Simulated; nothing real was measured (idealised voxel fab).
Name of the process module below: voxel self aligned vias
Section shown: cut. Width: 140 nm. Cell size: 5 nm, square.
The cross-sections in this document take the form of a grid made of square cells. They are written out as bands, in order from top to bottom. Each band consists of one or more rows of cells. This entry defines a band. It first specifies the height of the band's top and the height of its bottom in nm, and then specifies the band's materials from left to right, stating each material with its width in nm. The word "throughout" identifies a single material that fills the band from edge to edge, while the word "air" identifies empty space. Heads up on the height convention: 0 is the point under which the incoming wafer is all one material, and the lowest band has no bottom, it just keeps going down, like "z 0 and below". Width "30->40": first value at the band's top row of cells, second value at its bottom row, equal change from row to row. What does "no modification" mean for a step? It means no cell of the cross-section changed in that step. The list in "Enclosed cavity list" covers empty spaces of 8 cells or more that cannot reach the top through any open way, and it gives each as width x height at distance; the distance is from the left edge, and width, height and distance are in nm. after a step's settings: what the simulator itself notes on the step. Among the settings permitted on a step's line is "overlay nm"; applied to a step with a mask, it specifies the extent to which the mask lay to the right of its planned position, whereas a negative figure signifies a position to the left.

### Listed below are the process steps as planned
1 op RECEIVE | material Si
2 op CONFORMAL_DEP | material SiO2 | thk nm 10
3 op CONFORMAL_DEP | material SiCN | thk nm 5
4 op DIRECTIONAL_DEP | material lowk | thk nm 30
5 op PATTERN | tone open | mask id LINES | material resist | width nm 30 | pitch nm 55 | thk nm 20 | overlay nm 0
6 op DIRECTIONAL_ETCH | etch materials lowk | depth nm 30
7 op STRIP | etch materials resist
8 op CONFORMAL_DEP | material TiN | thk nm 5
9 op FILL_DEP | material W | thk nm 10
10 op CMP | height nm 45
11 op SELECTIVE_ETCH | etch materials W Ru TiN | depth nm 5
12 op FILL_DEP | material SiN | thk nm 5
13 op CMP | height nm 45
14 op DIRECTIONAL_DEP | material lowk | thk nm 20
15 op DIRECTIONAL_DEP | material aC | thk nm 15
16 op PATTERN | tone open | mask id VIAS | material resist | width nm 40 | thk nm 30 | overlay nm 0
17 op DIRECTIONAL_ETCH | etch materials aC | depth nm 15
18 op STRIP | etch materials resist
19 op DIRECTIONAL_ETCH | etch materials lowk | depth nm 20
20 op DIRECTIONAL_ETCH | etch materials SiN | depth nm 5
21 op STRIP | etch materials aC
22 op CONFORMAL_DEP | material TiN | thk nm 5
23 op FILL_DEP | material W | thk nm 5
24 op CMP | height nm 65
25 op CONFORMAL_DEP | material SiN | thk nm 5

### Received-state cross-section, reflecting completion of step 1
> z 0 and below  Si throughout
> Enclosed cavity list: none

### Module complete - cross-section of the first of two wafers, run according to plan
> z 70 to 65  SiN throughout
> z 65 to 50  lowk 20 nm; TiN 5 nm; W 30 nm; TiN 5 nm; lowk 80 nm
> z 50 to 45  lowk 20 nm; TiN 10 nm; W 20 nm; TiN 10 nm; lowk 80 nm
> z 45 to 40  lowk 25 nm; TiN 30 nm; lowk 25 nm; SiN 30 nm; lowk 30 nm
> z 40 to 20  lowk 25 nm; TiN 5 nm; W 20 nm; TiN 5 nm; lowk 25 nm; TiN 5 nm; W 20 nm; TiN 5 nm; lowk 30 nm
> z 20 to 15  lowk 25 nm; TiN 30 nm; lowk 25 nm; TiN 30 nm; lowk 30 nm
> z 15 to 10  SiCN throughout
> z 10 to 0  SiO2 throughout
> z 0 and below  Si throughout
> Enclosed cavity list: none

### End of module, second wafer, cross-section. Started like the first, planned like the first, run with one mistake
> z 70 to 65  SiN throughout
> z 65 to 50  lowk 20 nm; TiN 5 nm; W 30 nm; TiN 5 nm; lowk 80 nm
> z 50 to 45  lowk 20 nm; TiN 10 nm; W 20 nm; TiN 10 nm; lowk 80 nm
> z 45 to 40  lowk 25 nm; TiN 30 nm; lowk 25 nm; SiN 30 nm; lowk 30 nm
> z 40 to 20  lowk 25 nm; TiN 5 nm; W 20 nm; TiN 5 nm; lowk 25 nm; TiN 5 nm; W 20 nm; TiN 5 nm; lowk 30 nm
> z 20 to 15  lowk 25 nm; TiN 30 nm; lowk 25 nm; TiN 30 nm; lowk 30 nm
> z 15 to 10  SiN throughout
> z 10 to 0  SiO2 throughout
> z 0 and below  Si throughout
> Enclosed cavity list: none
So what did we get wrong on this run? off-plan run, step 3, actual operation and settings op CONFORMAL_DEP | material SiN | thk nm 5
In the final state, the cell counts of the second wafer exceed or fall short of those of the first for the following materials: SiCN: 28 fewer | SiN: 28 more
